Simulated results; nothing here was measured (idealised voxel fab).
process module | voxel gate over fins
cross-section cut | 240 nm wide | cells 5 nm
A cross-section is a grid of square cells, given in bands from the top down. A band is one or more rows of cells.
Each band's line starts with the height of the band's top and of its bottom, in nm. Then come its materials from left to right, each with its width in nm. One material with "throughout" fills the band from edge to edge. "air" is empty space.
Height 0 is the level under which the wafer as received is all one material. The lowest band goes on downwards, as in "0 down".
A width such as "30 to 40" changes by the same amount from each row of cells to the next, from the band's top row to its bottom row.
"no change" after a step means that no cell of the cross-section changed.
closed voids: empty space of 8 cells or more with no open way to the top, each as width x height at its distance from the left edge, in nm
after a step's settings: what the simulator itself notes on the step
overlay nm, on a step with a mask: how far to the right of its planned place the mask lay; to the left if negative
plan
1 op RECEIVE | material Si
2 op CONFORMAL_DEP | material SiN | thk nm 5
3 op DIRECTIONAL_DEP | material aC | thk nm 10
4 op PATTERN | tone cover | mask id FINS | material resist | width nm 15 | pitch nm 35 | thk nm 30 | overlay nm 0
5 op DIRECTIONAL_ETCH | etch materials aC | depth nm 10
6 op STRIP | etch materials resist
7 op DIRECTIONAL_ETCH | etch materials SiN | depth nm 5
8 op DIRECTIONAL_ETCH | etch materials Si | depth nm 35
9 op STRIP | etch materials aC
10 op FILL_DEP | material SiO2 | thk nm 10
11 op CMP | height nm 5
12 op SELECTIVE_ETCH | etch materials SiO2 | depth nm 20
13 op STRIP | etch materials SiN
14 op CONFORMAL_DEP | material HfO2 | thk nm 5
15 op CONFORMAL_DEP | material TiN | thk nm 5
16 op FILL_DEP | material W | thk nm 10
17 op CMP | height nm 15
18 op CONFORMAL_DEP | material SiCN | thk nm 5
as received, after step 1
  0 down: Si throughout
  closed voids: none
first wafer at the end, as planned
  20 to 15: SiCN throughout
  15 to 10: W throughout
  10 to 5: W 50 | TiN 140 | W 50
  5 to 0: W 50 | TiN 5 | HfO2 25 | TiN 10 | HfO2 25 | TiN 10 | HfO2 25 | TiN 10 | HfO2 25 | TiN 5 | W 50
  0 to -5: W 50 | TiN 5 | HfO2 5 | Si 15 | HfO2 5 | TiN 10 | HfO2 5 | Si 15 | HfO2 5 | TiN 10 | HfO2 5 | Si 15 | HfO2 5 | TiN 10 | HfO2 5 | Si 15 | HfO2 5 | TiN 5 | W 50
  -5 to -10: TiN 55 | HfO2 5 | Si 15 | HfO2 5 | TiN 10 | HfO2 5 | Si 15 | HfO2 5 | TiN 10 | HfO2 5 | Si 15 | HfO2 5 | TiN 10 | HfO2 5 | Si 15 | HfO2 5 | TiN 55
  -10 to -15: HfO2 60 | Si 15 | HfO2 20 | Si 15 | HfO2 20 | Si 15 | HfO2 20 | Si 15 | HfO2 60
  -15 to -35: SiO2 60 | Si 15 | SiO2 20 | Si 15 | SiO2 20 | Si 15 | SiO2 20 | Si 15 | SiO2 60
  -35 down: Si throughout
  closed voids: none
second wafer at the end: like start, like plan, one mistake
  20 to 15: SiCN throughout
  15 to 10: W throughout
  10 to 5: TiN throughout
  5 to 0: HfO2 65 | TiN 5 | HfO2 30 | TiN 5 | HfO2 30 | TiN 5 | HfO2 30 | TiN 5 | HfO2 65
  0 to -10: Si 60 | HfO2 5 | TiN 5 | HfO2 5 | Si 20 | HfO2 5 | TiN 5 | HfO2 5 | Si 20 | HfO2 5 | TiN 5 | HfO2 5 | Si 20 | HfO2 5 | TiN 5 | HfO2 5 | Si 60
  -10 to -15: Si 60 | HfO2 15 | Si 20 | HfO2 15 | Si 20 | HfO2 15 | Si 20 | HfO2 15 | Si 60
  -15 to -35: Si 60 | SiO2 15 | Si 20 | SiO2 15 | Si 20 | SiO2 15 | Si 20 | SiO2 15 | Si 60
  -35 down: Si throughout
  closed voids: none
what went wrong: step 4 ran as: op PATTERN | tone open | mask id FINS | material resist | width nm 15 | pitch nm 35 | thk nm 30 | overlay nm 0
at the end the second wafer has, in cells: 168 more of Si | 96 fewer of SiO2 | 12 fewer of TiN | 60 fewer of W
